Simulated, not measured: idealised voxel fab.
process module | voxel transistor to metal
cross-section cut | 295 nm wide | cells 5 nm
A cross-section is a grid of square cells, given in bands from the top down. A band is one or more rows of cells.
Each band's line starts with the height of the band's top and of its bottom, in nm. Then come its materials from left to right, each with its width in nm. One material with "throughout" fills the band from edge to edge. "air" is empty space.
Height 0 is the level under which the wafer as received is all one material. The lowest band goes on downwards, as in "0 down".
A width such as "30 to 40" changes by the same amount from each row of cells to the next, from the band's top row to its bottom row.
"no change" after a step means that no cell of the cross-section changed.
closed voids: empty space of 8 cells or more with no open way to the top, each as width x height at its distance from the left edge, in nm
after a step's settings: what the simulator itself notes on the step
overlay nm, on a step with a mask: how far to the right of its planned place the mask lay; to the left if negative
Each pair below shows a cross-section before one step and the cross-section after it, down to the lowest band that changed. The line under each pair gives the step between them, with its settings. The pairs can come from different runs of this module on the same starting wafer, so a pair continues from the pair above only where its "before" says so.
before
  10 to 5: air 70 | SiO2 5 | SiCN 25 | SiO2 5 | air 85 | SiO2 5 | SiCN 25 | SiO2 5 | air 70
  5 to 0: SiO2 40 | air 30 | SiO2 5 | SiCN 25 | SiO2 5 | air 30 | SiO2 25 | air 30 | SiO2 5 | SiCN 25 | SiO2 5 | air 30 | SiO2 40
  0 to -5: SiO2 throughout
  -5 to -30: SiO2 40 | Si 95 | SiO2 25 | Si 95 | SiO2 40
  -30 down: Si throughout
  closed voids: none
after
  15 to 10: air 65 | SiN 45 | air 75 | SiN 45 | air 65
  10 to 5: SiN 45 | air 20 | SiN 5 | SiO2 5 | SiCN 25 | SiO2 5 | SiN 5 | air 20 | SiN 35 | air 20 | SiN 5 | SiO2 5 | SiCN 25 | SiO2 5 | SiN 5 | air 20 | SiN 45
  5 to 0: SiO2 40 | SiN 30 | SiO2 5 | SiCN 25 | SiO2 5 | SiN 30 | SiO2 25 | SiN 30 | SiO2 5 | SiCN 25 | SiO2 5 | SiN 30 | SiO2 40
  below 0: unchanged
  closed voids: none
the step between: op CONFORMAL_DEP | material SiN | thk nm 5
before: the cross-section after the pair above
after
  10 to 5: air 65 | SiN 5 | SiO2 5 | SiCN 25 | SiO2 5 | SiN 5 | air 75 | SiN 5 | SiO2 5 | SiCN 25 | SiO2 5 | SiN 5 | air 65
  5 to 0: SiO2 40 | SiN 5 | air 20 | SiN 5 | SiO2 5 | SiCN 25 | SiO2 5 | SiN 5 | air 20 | SiN 5 | SiO2 25 | SiN 5 | air 20 | SiN 5 | SiO2 5 | SiCN 25 | SiO2 5 | SiN 5 | air 20 | SiN 5 | SiO2 40
  below 0: unchanged
  closed voids: none
the step between: op DIRECTIONAL_ETCH | etch materials SiN | depth nm 5
before: the cross-section after the pair above
after
  10 to 5: air 65 | SiN 5 | air 5 | SiCN 25 | air 5 | SiN 5 | air 75 | SiN 5 | air 5 | SiCN 25 | air 5 | SiN 5 | air 65
  5 to 0: air 40 | SiN 5 | air 20 | SiN 5 | SiO2 5 | SiCN 25 | SiO2 5 | SiN 5 | air 20 | SiN 5 | air 25 | SiN 5 | air 20 | SiN 5 | SiO2 5 | SiCN 25 | SiO2 5 | SiN 5 | air 20 | SiN 5 | air 40
  0 to -5: SiO2 45 | air 20 | SiO2 45 | air 20 | SiO2 35 | air 20 | SiO2 45 | air 20 | SiO2 45
  below -5: unchanged
  closed voids: none
the step between: op DIRECTIONAL_ETCH | etch materials SiO2 | depth nm 5
before: the cross-section after the pair above
after
  10 to 5: air 65 | SiN 5 | air 5 | SiCN 25 | air 5 | SiN 5 | air 75 | SiN 5 | air 5 | SiCN 25 | air 5 | SiN 5 | air 65
  5 to 0: air 40 | SiN 5 | air 20 | SiN 5 | SiO2 5 | SiCN 25 | SiO2 5 | SiN 5 | air 20 | SiN 5 | air 25 | SiN 5 | air 20 | SiN 5 | SiO2 5 | SiCN 25 | SiO2 5 | SiN 5 | air 20 | SiN 5 | air 40
  0 to -5: SiO2 45 | air 20 | SiO2 45 | air 20 | SiO2 35 | air 20 | SiO2 45 | air 20 | SiO2 45
  -5 to -20: SiO2 40 | Si 5 | air 20 | Si 45 | air 20 | Si 5 | SiO2 25 | Si 5 | air 20 | Si 45 | air 20 | Si 5 | SiO2 40
  below -20: unchanged
  closed voids: none
the step between: op DIRECTIONAL_ETCH | etch materials Si | depth nm 15
before: the cross-section after the pair above
after
  10 to 5: air 40 | nSi 25 | SiN 5 | air 5 | SiCN 25 | air 5 | SiN 5 | nSi 25 | air 25 | nSi 25 | SiN 5 | air 5 | SiCN 25 | air 5 | SiN 5 | nSi 25 | air 40
  5 to 0: air 40 | SiN 5 | nSi 20 | SiN 5 | SiO2 5 | SiCN 25 | SiO2 5 | SiN 5 | nSi 20 | SiN 5 | air 25 | SiN 5 | nSi 20 | SiN 5 | SiO2 5 | SiCN 25 | SiO2 5 | SiN 5 | nSi 20 | SiN 5 | air 40
  0 to -5: SiO2 45 | nSi 20 | SiO2 45 | nSi 20 | SiO2 35 | nSi 20 | SiO2 45 | nSi 20 | SiO2 45
  -5 to -20: SiO2 40 | Si 5 | nSi 20 | Si 45 | nSi 20 | Si 5 | SiO2 25 | Si 5 | nSi 20 | Si 45 | nSi 20 | Si 5 | SiO2 40
  below -20: unchanged
  closed voids: none
the step between: op EPI | material nSi | thk nm 15
before: the cross-section after the pair above
after
  20 to 10: SiO2 throughout
  10 to 5: SiO2 40 | nSi 25 | SiN 5 | SiO2 5 | SiCN 25 | SiO2 5 | SiN 5 | nSi 25 | SiO2 25 | nSi 25 | SiN 5 | SiO2 5 | SiCN 25 | SiO2 5 | SiN 5 | nSi 25 | SiO2 40
  5 to 0: SiO2 40 | SiN 5 | nSi 20 | SiN 5 | SiO2 5 | SiCN 25 | SiO2 5 | SiN 5 | nSi 20 | SiN 5 | SiO2 25 | SiN 5 | nSi 20 | SiN 5 | SiO2 5 | SiCN 25 | SiO2 5 | SiN 5 | nSi 20 | SiN 5 | SiO2 40
  below 0: unchanged
  closed voids: none
the step between: op FILL_DEP | material SiO2 | thk nm 10
before: the cross-section after the pair above
after
  15 to 10: SiO2 throughout
  below 10: unchanged
  closed voids: none
the step between: op SELECTIVE_ETCH | etch materials SiO2 | depth nm 5
before: the cross-section after the pair above
after
  20 to 15: HfO2 throughout
  below 15: unchanged
  closed voids: none
the step between: op CONFORMAL_DEP | material HfO2 | thk nm 5
before: the cross-section after the pair above
after
  25 to 20: TiN throughout
  below 20: unchanged
  closed voids: none
the step between: op CONFORMAL_DEP | material TiN | thk nm 5
before: the cross-section after the pair above
after
  30 to 25: W throughout
  below 25: unchanged
  closed voids: none
the step between: op FILL_DEP | material W | thk nm 5
before: the cross-section after the pair above
after
  15 to 10: SiO2 throughout
  below 10: unchanged
  closed voids: none
the step between: op CMP | height nm 15
before: the cross-section after the pair above
after
  25 to 10: SiO2 throughout
  below 10: unchanged
  closed voids: none
the step between: op DIRECTIONAL_DEP | material SiO2 | thk nm 10
before: the cross-section after the pair above
after
  25 to 10: SiO2 45 | air 15 | SiO2 55 | air 15 | SiO2 35 | air 15 | SiO2 55 | air 15 | SiO2 45
  below 10: unchanged
  closed voids: none
the step between: op MASKED_ETCH | tone open | mask id CONTACT | width nm 15 | etch materials SiO2 | depth nm 15 | overlay nm 0
before: the cross-section after the pair above
after
  30 to 25: TiN 50 | air 5 | TiN 65 | air 5 | TiN 45 | air 5 | TiN 65 | air 5 | TiN 50
  25 to 15: SiO2 45 | TiN 5 | air 5 | TiN 5 | SiO2 55 | TiN 5 | air 5 | TiN 5 | SiO2 35 | TiN 5 | air 5 | TiN 5 | SiO2 55 | TiN 5 | air 5 | TiN 5 | SiO2 45
  15 to 10: SiO2 45 | TiN 15 | SiO2 55 | TiN 15 | SiO2 35 | TiN 15 | SiO2 55 | TiN 15 | SiO2 45
  below 10: unchanged
  closed voids: none
the step between: op CONFORMAL_DEP | material TiN | thk nm 5
before: the cross-section after the pair above
after
  40 to 30: Ru throughout
  30 to 25: TiN 50 | Ru 5 | TiN 65 | Ru 5 | TiN 45 | Ru 5 | TiN 65 | Ru 5 | TiN 50
  25 to 15: SiO2 45 | TiN 5 | Ru 5 | TiN 5 | SiO2 55 | TiN 5 | Ru 5 | TiN 5 | SiO2 35 | TiN 5 | Ru 5 | TiN 5 | SiO2 55 | TiN 5 | Ru 5 | TiN 5 | SiO2 45
  below 15: unchanged
  closed voids: none
the step between: op FILL_DEP | material Ru | thk nm 10
before: the cross-section after the pair above
after
  25 to 15: SiO2 45 | TiN 5 | Ru 5 | TiN 5 | SiO2 55 | TiN 5 | Ru 5 | TiN 5 | SiO2 35 | TiN 5 | Ru 5 | TiN 5 | SiO2 55 | TiN 5 | Ru 5 | TiN 5 | SiO2 45
  below 15: unchanged
  closed voids: none
the step between: op CMP | height nm 25
before: the cross-section after the pair above
after
  30 to 25: TiN throughout
  below 25: unchanged
  closed voids: none
the step between: op DIRECTIONAL_DEP | material TiN | thk nm 5
before: the cross-section after the pair above
after
  50 to 30: Ru throughout
  below 30: unchanged
  closed voids: none
the step between: op DIRECTIONAL_DEP | material Ru | thk nm 20
before: the cross-section after the pair above
after
  60 to 50: aC throughout
  below 50: unchanged
  closed voids: none
the step between: op DIRECTIONAL_DEP | material aC | thk nm 10
before: the cross-section after the pair above
after
  90 to 60: air 45 | resist 15 | air 55 | resist 15 | air 35 | resist 15 | air 55 | resist 15 | air 45
  below 60: unchanged
  closed voids: none
the step between: op PATTERN | tone cover | mask id METAL_1 | material resist | width nm 15 | thk nm 30 | overlay nm 0
before: the cross-section after the pair above
after
  80 to 60: air 45 | resist 15 | air 55 | resist 15 | air 35 | resist 15 | air 55 | resist 15 | air 45
  60 to 50: air 45 | aC 15 | air 55 | aC 15 | air 35 | aC 15 | air 55 | aC 15 | air 45
  below 50: unchanged
  closed voids: none
the step between: op DIRECTIONAL_ETCH | etch materials aC | depth nm 10
before: the cross-section after the pair above
after
  60 to 50: air 45 | aC 15 | air 55 | aC 15 | air 35 | aC 15 | air 55 | aC 15 | air 45
  below 50: unchanged
  closed voids: none
the step between: op STRIP | etch materials resist
before: the cross-section after the pair above
after
  60 to 50: air 45 | aC 15 | air 55 | aC 15 | air 35 | aC 15 | air 55 | aC 15 | air 45
  50 to 30: air 45 | Ru 15 | air 55 | Ru 15 | air 35 | Ru 15 | air 55 | Ru 15 | air 45
  below 30: unchanged
  closed voids: none
the step between: op DIRECTIONAL_ETCH | etch materials Ru | depth nm 20
before: the cross-section after the pair above
after
  60 to 50: air 45 | aC 15 | air 55 | aC 15 | air 35 | aC 15 | air 55 | aC 15 | air 45
  50 to 30: air 45 | Ru 15 | air 55 | Ru 15 | air 35 | Ru 15 | air 55 | Ru 15 | air 45
  30 to 25: air 45 | TiN 15 | air 55 | TiN 15 | air 35 | TiN 15 | air 55 | TiN 15 | air 45
  below 25: unchanged
  closed voids: none
the step between: op DIRECTIONAL_ETCH | etch materials TiN | depth nm 5
before: the cross-section after the pair above
after
  50 to 30: air 45 | Ru 15 | air 55 | Ru 15 | air 35 | Ru 15 | air 55 | Ru 15 | air 45
  below 30: unchanged
  closed voids: none
the step between: op STRIP | etch materials aC
before: the cross-section after the pair above
after
  55 to 50: air 40 | SiCN 25 | air 45 | SiCN 25 | air 25 | SiCN 25 | air 45 | SiCN 25 | air 40
  50 to 30: air 40 | SiCN 5 | Ru 15 | SiCN 5 | air 45 | SiCN 5 | Ru 15 | SiCN 5 | air 25 | SiCN 5 | Ru 15 | SiCN 5 | air 45 | SiCN 5 | Ru 15 | SiCN 5 | air 40
  30 to 25: SiCN 45 | TiN 15 | SiCN 55 | TiN 15 | SiCN 35 | TiN 15 | SiCN 55 | TiN 15 | SiCN 45
  below 25: unchanged
  closed voids: none
the step between: op CONFORMAL_DEP | material SiCN | thk nm 5
before: the cross-section after the pair above
after
  65 to 55: SiO2 throughout
  55 to 50: SiO2 40 | SiCN 25 | SiO2 45 | SiCN 25 | SiO2 25 | SiCN 25 | SiO2 45 | SiCN 25 | SiO2 40
  50 to 30: SiO2 40 | SiCN 5 | Ru 15 | SiCN 5 | SiO2 45 | SiCN 5 | Ru 15 | SiCN 5 | SiO2 25 | SiCN 5 | Ru 15 | SiCN 5 | SiO2 45 | SiCN 5 | Ru 15 | SiCN 5 | SiO2 40
  below 30: unchanged
  closed voids: none
the step between: op FILL_DEP | material SiO2 | thk nm 10
before: the cross-section after the pair above
after
  50 to 30: SiO2 40 | SiCN 5 | Ru 15 | SiCN 5 | SiO2 45 | SiCN 5 | Ru 15 | SiCN 5 | SiO2 25 | SiCN 5 | Ru 15 | SiCN 5 | SiO2 45 | SiCN 5 | Ru 15 | SiCN 5 | SiO2 40
  below 30: unchanged
  closed voids: none
the step between: op CMP | height nm 50
before: the cross-section after the pair above
after
  55 to 50: SiCN throughout
  below 50: unchanged
  closed voids: none
the step between: op CONFORMAL_DEP | material SiCN | thk nm 5
before
  30 to 25: air 65 | SiN 5 | air 5 | SiCN 25 | air 5 | SiN 5 | air 75 | SiN 5 | air 5 | SiCN 25 | air 5 | SiN 5 | air 65
  25 to 20: air 65 | SiN 5 | SiO2 5 | SiCN 25 | SiO2 5 | SiN 5 | air 75 | SiN 5 | SiO2 5 | SiCN 25 | SiO2 5 | SiN 5 | air 65
  20 to 5: air 65 | SiN 5 | SiO2 5 | polySi 25 | SiO2 5 | SiN 5 | air 75 | SiN 5 | SiO2 5 | polySi 25 | SiO2 5 | SiN 5 | air 65
  5 to 0: air 40 | SiN 5 | air 20 | SiN 5 | SiO2 5 | polySi 25 | SiO2 5 | SiN 5 | air 20 | SiN 5 | air 25 | SiN 5 | air 20 | SiN 5 | SiO2 5 | polySi 25 | SiO2 5 | SiN 5 | air 20 | SiN 5 | air 40
  0 to -5: SiO2 45 | air 20 | SiO2 45 | air 20 | SiO2 35 | air 20 | SiO2 45 | air 20 | SiO2 45
  -5 to -20: SiO2 40 | Si 5 | air 20 | Si 45 | air 20 | Si 5 | SiO2 25 | Si 5 | air 20 | Si 45 | air 20 | Si 5 | SiO2 40
  -20 to -30: SiO2 40 | Si 95 | SiO2 25 | Si 95 | SiO2 40
  -30 down: Si throughout
  closed voids: none
after
  30 to 25: air 65 | SiN 5 | air 5 | SiCN 25 | air 5 | SiN 5 | air 75 | SiN 5 | air 5 | SiCN 25 | air 5 | SiN 5 | air 65
  25 to 20: air 65 | SiN 5 | SiO2 5 | SiCN 25 | SiO2 5 | SiN 5 | air 75 | SiN 5 | SiO2 5 | SiCN 25 | SiO2 5 | SiN 5 | air 65
  20 to 5: air 65 | SiN 5 | SiO2 5 | polySi 25 | SiO2 5 | SiN 5 | air 75 | SiN 5 | SiO2 5 | polySi 25 | SiO2 5 | SiN 5 | air 65
  5 to 0: air 40 | SiN 5 | air 20 | SiN 5 | SiO2 5 | polySi 25 | SiO2 5 | SiN 5 | air 20 | SiN 5 | air 25 | SiN 5 | air 20 | SiN 5 | SiO2 5 | polySi 25 | SiO2 5 | SiN 5 | air 20 | SiN 5 | air 40
  0 to -5: SiO2 45 | air 20 | SiO2 45 | air 20 | SiO2 35 | air 20 | SiO2 45 | air 20 | SiO2 45
  -5 to -30: SiO2 40 | Si 5 | air 20 | Si 45 | air 20 | Si 5 | SiO2 25 | Si 5 | air 20 | Si 45 | air 20 | Si 5 | SiO2 40
  -30 to -35: Si 45 | air 20 | Si 45 | air 20 | Si 35 | air 20 | Si 45 | air 20 | Si 45
  below -35: unchanged
  closed voids: none
the step between: op DIRECTIONAL_ETCH | etch materials Si | depth nm 15
before: the cross-section after the pair above
after
  30 to 25: air 65 | SiN 5 | air 5 | SiCN 25 | air 5 | SiN 5 | air 75 | SiN 5 | air 5 | SiCN 25 | air 5 | SiN 5 | air 65
  25 to 20: air 65 | SiN 5 | SiO2 5 | SiCN 25 | SiO2 5 | SiN 5 | air 75 | SiN 5 | SiO2 5 | SiCN 25 | SiO2 5 | SiN 5 | air 65
  20 to 10: air 65 | SiN 5 | SiO2 5 | polySi 25 | SiO2 5 | SiN 5 | air 75 | SiN 5 | SiO2 5 | polySi 25 | SiO2 5 | SiN 5 | air 65
  10 to 5: air 40 | nSi 25 | SiN 5 | SiO2 5 | polySi 25 | SiO2 5 | SiN 5 | nSi 25 | air 25 | nSi 25 | SiN 5 | SiO2 5 | polySi 25 | SiO2 5 | SiN 5 | nSi 25 | air 40
  5 to 0: air 40 | SiN 5 | nSi 20 | SiN 5 | SiO2 5 | polySi 25 | SiO2 5 | SiN 5 | nSi 20 | SiN 5 | air 25 | SiN 5 | nSi 20 | SiN 5 | SiO2 5 | polySi 25 | SiO2 5 | SiN 5 | nSi 20 | SiN 5 | air 40
  0 to -5: SiO2 45 | nSi 20 | SiO2 45 | nSi 20 | SiO2 35 | nSi 20 | SiO2 45 | nSi 20 | SiO2 45
  -5 to -30: SiO2 40 | Si 5 | nSi 20 | Si 45 | nSi 20 | Si 5 | SiO2 25 | Si 5 | nSi 20 | Si 45 | nSi 20 | Si 5 | SiO2 40
  -30 to -35: Si 45 | nSi 20 | Si 45 | nSi 20 | Si 35 | nSi 20 | Si 45 | nSi 20 | Si 45
  below -35: unchanged
  closed voids: none
the step between: op EPI | material nSi | thk nm 15
before: the cross-section after the pair above
after
  40 to 30: SiO2 throughout
  30 to 20: SiO2 65 | SiN 5 | SiO2 5 | SiCN 25 | SiO2 5 | SiN 5 | SiO2 75 | SiN 5 | SiO2 5 | SiCN 25 | SiO2 5 | SiN 5 | SiO2 65
  20 to 10: SiO2 65 | SiN 5 | SiO2 5 | polySi 25 | SiO2 5 | SiN 5 | SiO2 75 | SiN 5 | SiO2 5 | polySi 25 | SiO2 5 | SiN 5 | SiO2 65
  10 to 5: SiO2 40 | nSi 25 | SiN 5 | SiO2 5 | polySi 25 | SiO2 5 | SiN 5 | nSi 25 | SiO2 25 | nSi 25 | SiN 5 | SiO2 5 | polySi 25 | SiO2 5 | SiN 5 | nSi 25 | SiO2 40
  5 to 0: SiO2 40 | SiN 5 | nSi 20 | SiN 5 | SiO2 5 | polySi 25 | SiO2 5 | SiN 5 | nSi 20 | SiN 5 | SiO2 25 | SiN 5 | nSi 20 | SiN 5 | SiO2 5 | polySi 25 | SiO2 5 | SiN 5 | nSi 20 | SiN 5 | SiO2 40
  below 0: unchanged
  closed voids: none
the step between: op FILL_DEP | material SiO2 | thk nm 10
before: the cross-section after the pair above
after
  20 to 10: SiO2 65 | SiN 5 | SiO2 5 | polySi 25 | SiO2 5 | SiN 5 | SiO2 75 | SiN 5 | SiO2 5 | polySi 25 | SiO2 5 | SiN 5 | SiO2 65
  below 10: unchanged
  closed voids: none
the step between: op CMP | height nm 20
before: the cross-section after the pair above
after
  20 to 10: SiO2 65 | SiN 5 | SiO2 5 | air 25 | SiO2 5 | SiN 5 | SiO2 75 | SiN 5 | SiO2 5 | air 25 | SiO2 5 | SiN 5 | SiO2 65
  10 to 5: SiO2 40 | nSi 25 | SiN 5 | SiO2 5 | air 25 | SiO2 5 | SiN 5 | nSi 25 | SiO2 25 | nSi 25 | SiN 5 | SiO2 5 | air 25 | SiO2 5 | SiN 5 | nSi 25 | SiO2 40
  5 to 0: SiO2 40 | SiN 5 | nSi 20 | SiN 5 | SiO2 5 | air 25 | SiO2 5 | SiN 5 | nSi 20 | SiN 5 | SiO2 25 | SiN 5 | nSi 20 | SiN 5 | SiO2 5 | air 25 | SiO2 5 | SiN 5 | nSi 20 | SiN 5 | SiO2 40
  below 0: unchanged
  closed voids: none
the step between: op STRIP | etch materials polySi
before: the cross-section after the pair above
after
  20 to 15: air 65 | SiN 5 | air 35 | SiN 5 | air 75 | SiN 5 | air 35 | SiN 5 | air 65
  15 to 10: SiO2 65 | SiN 5 | air 35 | SiN 5 | SiO2 75 | SiN 5 | air 35 | SiN 5 | SiO2 65
  10 to 5: SiO2 40 | nSi 25 | SiN 5 | air 35 | SiN 5 | nSi 25 | SiO2 25 | nSi 25 | SiN 5 | air 35 | SiN 5 | nSi 25 | SiO2 40
  5 to 0: SiO2 40 | SiN 5 | nSi 20 | SiN 5 | air 35 | SiN 5 | nSi 20 | SiN 5 | SiO2 25 | SiN 5 | nSi 20 | SiN 5 | air 35 | SiN 5 | nSi 20 | SiN 5 | SiO2 40
  0 to -5: SiO2 45 | nSi 20 | SiO2 5 | air 35 | SiO2 5 | nSi 20 | SiO2 35 | nSi 20 | SiO2 5 | air 35 | SiO2 5 | nSi 20 | SiO2 45
  below -5: unchanged
  closed voids: none
the step between: op SELECTIVE_ETCH | etch materials SiO2 | depth nm 5
before: the cross-section after the pair above
after
  25 to 20: air 60 | HfO2 15 | air 25 | HfO2 15 | air 65 | HfO2 15 | air 25 | HfO2 15 | air 60
  20 to 15: HfO2 65 | SiN 5 | HfO2 5 | air 25 | HfO2 5 | SiN 5 | HfO2 75 | SiN 5 | HfO2 5 | air 25 | HfO2 5 | SiN 5 | HfO2 65
  15 to 10: SiO2 65 | SiN 5 | HfO2 5 | air 25 | HfO2 5 | SiN 5 | SiO2 75 | SiN 5 | HfO2 5 | air 25 | HfO2 5 | SiN 5 | SiO2 65
  10 to 5: SiO2 40 | nSi 25 | SiN 5 | HfO2 5 | air 25 | HfO2 5 | SiN 5 | nSi 25 | SiO2 25 | nSi 25 | SiN 5 | HfO2 5 | air 25 | HfO2 5 | SiN 5 | nSi 25 | SiO2 40
  5 to 0: SiO2 40 | SiN 5 | nSi 20 | SiN 5 | HfO2 5 | air 25 | HfO2 5 | SiN 5 | nSi 20 | SiN 5 | SiO2 25 | SiN 5 | nSi 20 | SiN 5 | HfO2 5 | air 25 | HfO2 5 | SiN 5 | nSi 20 | SiN 5 | SiO2 40
  0 to -5: SiO2 45 | nSi 20 | SiO2 5 | HfO2 35 | SiO2 5 | nSi 20 | SiO2 35 | nSi 20 | SiO2 5 | HfO2 35 | SiO2 5 | nSi 20 | SiO2 45
  below -5: unchanged
  closed voids: none
the step between: op CONFORMAL_DEP | material HfO2 | thk nm 5
before: the cross-section after the pair above
after
  30 to 25: air 55 | TiN 25 | air 15 | TiN 25 | air 55 | TiN 25 | air 15 | TiN 25 | air 55
  25 to 20: TiN 60 | HfO2 15 | TiN 5 | air 15 | TiN 5 | HfO2 15 | TiN 65 | HfO2 15 | TiN 5 | air 15 | TiN 5 | HfO2 15 | TiN 60
  20 to 15: HfO2 65 | SiN 5 | HfO2 5 | TiN 5 | air 15 | TiN 5 | HfO2 5 | SiN 5 | HfO2 75 | SiN 5 | HfO2 5 | TiN 5 | air 15 | TiN 5 | HfO2 5 | SiN 5 | HfO2 65
  15 to 10: SiO2 65 | SiN 5 | HfO2 5 | TiN 5 | air 15 | TiN 5 | HfO2 5 | SiN 5 | SiO2 75 | SiN 5 | HfO2 5 | TiN 5 | air 15 | TiN 5 | HfO2 5 | SiN 5 | SiO2 65
  10 to 5: SiO2 40 | nSi 25 | SiN 5 | HfO2 5 | TiN 5 | air 15 | TiN 5 | HfO2 5 | SiN 5 | nSi 25 | SiO2 25 | nSi 25 | SiN 5 | HfO2 5 | TiN 5 | air 15 | TiN 5 | HfO2 5 | SiN 5 | nSi 25 | SiO2 40
  5 to 0: SiO2 40 | SiN 5 | nSi 20 | SiN 5 | HfO2 5 | TiN 25 | HfO2 5 | SiN 5 | nSi 20 | SiN 5 | SiO2 25 | SiN 5 | nSi 20 | SiN 5 | HfO2 5 | TiN 25 | HfO2 5 | SiN 5 | nSi 20 | SiN 5 | SiO2 40
  below 0: unchanged
  closed voids: none
the step between: op CONFORMAL_DEP | material TiN | thk nm 5
before: the cross-section after the pair above
after
  35 to 30: W throughout
  30 to 25: W 55 | TiN 25 | W 15 | TiN 25 | W 55 | TiN 25 | W 15 | TiN 25 | W 55
  25 to 20: TiN 60 | HfO2 15 | TiN 5 | W 15 | TiN 5 | HfO2 15 | TiN 65 | HfO2 15 | TiN 5 | W 15 | TiN 5 | HfO2 15 | TiN 60
  20 to 15: HfO2 65 | SiN 5 | HfO2 5 | TiN 5 | W 15 | TiN 5 | HfO2 5 | SiN 5 | HfO2 75 | SiN 5 | HfO2 5 | TiN 5 | W 15 | TiN 5 | HfO2 5 | SiN 5 | HfO2 65
  15 to 10: SiO2 65 | SiN 5 | HfO2 5 | TiN 5 | W 15 | TiN 5 | HfO2 5 | SiN 5 | SiO2 75 | SiN 5 | HfO2 5 | TiN 5 | W 15 | TiN 5 | HfO2 5 | SiN 5 | SiO2 65
  10 to 5: SiO2 40 | nSi 25 | SiN 5 | HfO2 5 | TiN 5 | W 15 | TiN 5 | HfO2 5 | SiN 5 | nSi 25 | SiO2 25 | nSi 25 | SiN 5 | HfO2 5 | TiN 5 | W 15 | TiN 5 | HfO2 5 | SiN 5 | nSi 25 | SiO2 40
  below 5: unchanged
  closed voids: none
the step between: op FILL_DEP | material W | thk nm 5
before: the cross-section after the pair above
after
  15 to 10: SiO2 65 | SiN 5 | HfO2 5 | TiN 5 | W 15 | TiN 5 | HfO2 5 | SiN 5 | SiO2 75 | SiN 5 | HfO2 5 | TiN 5 | W 15 | TiN 5 | HfO2 5 | SiN 5 | SiO2 65
  below 10: unchanged
  closed voids: none
the step between: op CMP | height nm 15
before: the cross-section after the pair above
after
  25 to 15: SiO2 throughout
  below 15: unchanged
  closed voids: none
the step between: op DIRECTIONAL_DEP | material SiO2 | thk nm 10
before: the cross-section after the pair above
after
  25 to 15: SiO2 45 | air 15 | SiO2 55 | air 15 | SiO2 35 | air 15 | SiO2 55 | air 15 | SiO2 45
  15 to 10: SiO2 45 | air 15 | SiO2 5 | SiN 5 | HfO2 5 | TiN 5 | W 15 | TiN 5 | HfO2 5 | SiN 5 | SiO2 5 | air 15 | SiO2 35 | air 15 | SiO2 5 | SiN 5 | HfO2 5 | TiN 5 | W 15 | TiN 5 | HfO2 5 | SiN 5 | SiO2 5 | air 15 | SiO2 45
  below 10: unchanged
  closed voids: none
the step between: op MASKED_ETCH | tone open | mask id CONTACT | width nm 15 | etch materials SiO2 | depth nm 15 | overlay nm 0
before: the cross-section after the pair above
after
  30 to 25: TiN 50 | air 5 | TiN 65 | air 5 | TiN 45 | air 5 | TiN 65 | air 5 | TiN 50
  25 to 15: SiO2 45 | TiN 5 | air 5 | TiN 5 | SiO2 55 | TiN 5 | air 5 | TiN 5 | SiO2 35 | TiN 5 | air 5 | TiN 5 | SiO2 55 | TiN 5 | air 5 | TiN 5 | SiO2 45
  15 to 10: SiO2 45 | TiN 15 | SiO2 5 | SiN 5 | HfO2 5 | TiN 5 | W 15 | TiN 5 | HfO2 5 | SiN 5 | SiO2 5 | TiN 15 | SiO2 35 | TiN 15 | SiO2 5 | SiN 5 | HfO2 5 | TiN 5 | W 15 | TiN 5 | HfO2 5 | SiN 5 | SiO2 5 | TiN 15 | SiO2 45
  below 10: unchanged
  closed voids: none
the step between: op CONFORMAL_DEP | material TiN | thk nm 5
before: the cross-section after the pair above
after
  40 to 30: Ru throughout
  30 to 25: TiN 50 | Ru 5 | TiN 65 | Ru 5 | TiN 45 | Ru 5 | TiN 65 | Ru 5 | TiN 50
  25 to 15: SiO2 45 | TiN 5 | Ru 5 | TiN 5 | SiO2 55 | TiN 5 | Ru 5 | TiN 5 | SiO2 35 | TiN 5 | Ru 5 | TiN 5 | SiO2 55 | TiN 5 | Ru 5 | TiN 5 | SiO2 45
  below 15: unchanged
  closed voids: none
the step between: op FILL_DEP | material Ru | thk nm 10
before: the cross-section after the pair above
after
  25 to 15: SiO2 45 | TiN 5 | Ru 5 | TiN 5 | SiO2 55 | TiN 5 | Ru 5 | TiN 5 | SiO2 35 | TiN 5 | Ru 5 | TiN 5 | SiO2 55 | TiN 5 | Ru 5 | TiN 5 | SiO2 45
  below 15: unchanged
  closed voids: none
the step between: op CMP | height nm 25
before: the cross-section after the pair above
after
  30 to 25: TiN throughout
  below 25: unchanged
  closed voids: none
the step between: op DIRECTIONAL_DEP | material TiN | thk nm 5
before: the cross-section after the pair above
after
  50 to 30: Ru throughout
  below 30: unchanged
  closed voids: none
the step between: op DIRECTIONAL_DEP | material Ru | thk nm 20
before: the cross-section after the pair above
after
  60 to 50: aC throughout
  below 50: unchanged
  closed voids: none
the step between: op DIRECTIONAL_DEP | material aC | thk nm 10
before: the cross-section after the pair above
after
  90 to 60: air 45 | resist 15 | air 55 | resist 15 | air 35 | resist 15 | air 55 | resist 15 | air 45
  below 60: unchanged
  closed voids: none
the step between: op PATTERN | tone cover | mask id METAL_1 | material resist | width nm 15 | thk nm 30 | overlay nm 0
before: the cross-section after the pair above
after
  80 to 60: air 45 | resist 15 | air 55 | resist 15 | air 35 | resist 15 | air 55 | resist 15 | air 45
  60 to 50: air 45 | aC 15 | air 55 | aC 15 | air 35 | aC 15 | air 55 | aC 15 | air 45
  below 50: unchanged
  closed voids: none
the step between: op DIRECTIONAL_ETCH | etch materials aC | depth nm 10
before: the cross-section after the pair above
after
  60 to 50: air 45 | aC 15 | air 55 | aC 15 | air 35 | aC 15 | air 55 | aC 15 | air 45
  below 50: unchanged
  closed voids: none
the step between: op STRIP | etch materials resist
before: the cross-section after the pair above
after
  60 to 50: air 45 | aC 15 | air 55 | aC 15 | air 35 | aC 15 | air 55 | aC 15 | air 45
  50 to 30: air 45 | Ru 15 | air 55 | Ru 15 | air 35 | Ru 15 | air 55 | Ru 15 | air 45
  below 30: unchanged
  closed voids: none
the step between: op DIRECTIONAL_ETCH | etch materials Ru | depth nm 20
before: the cross-section after the pair above
after
  60 to 50: air 45 | aC 15 | air 55 | aC 15 | air 35 | aC 15 | air 55 | aC 15 | air 45
  50 to 30: air 45 | Ru 15 | air 55 | Ru 15 | air 35 | Ru 15 | air 55 | Ru 15 | air 45
  30 to 25: air 45 | TiN 15 | air 55 | TiN 15 | air 35 | TiN 15 | air 55 | TiN 15 | air 45
  below 25: unchanged
  closed voids: none
the step between: op DIRECTIONAL_ETCH | etch materials TiN | depth nm 5
before: the cross-section after the pair above
after
  50 to 30: air 45 | Ru 15 | air 55 | Ru 15 | air 35 | Ru 15 | air 55 | Ru 15 | air 45
  below 30: unchanged
  closed voids: none
the step between: op STRIP | etch materials aC
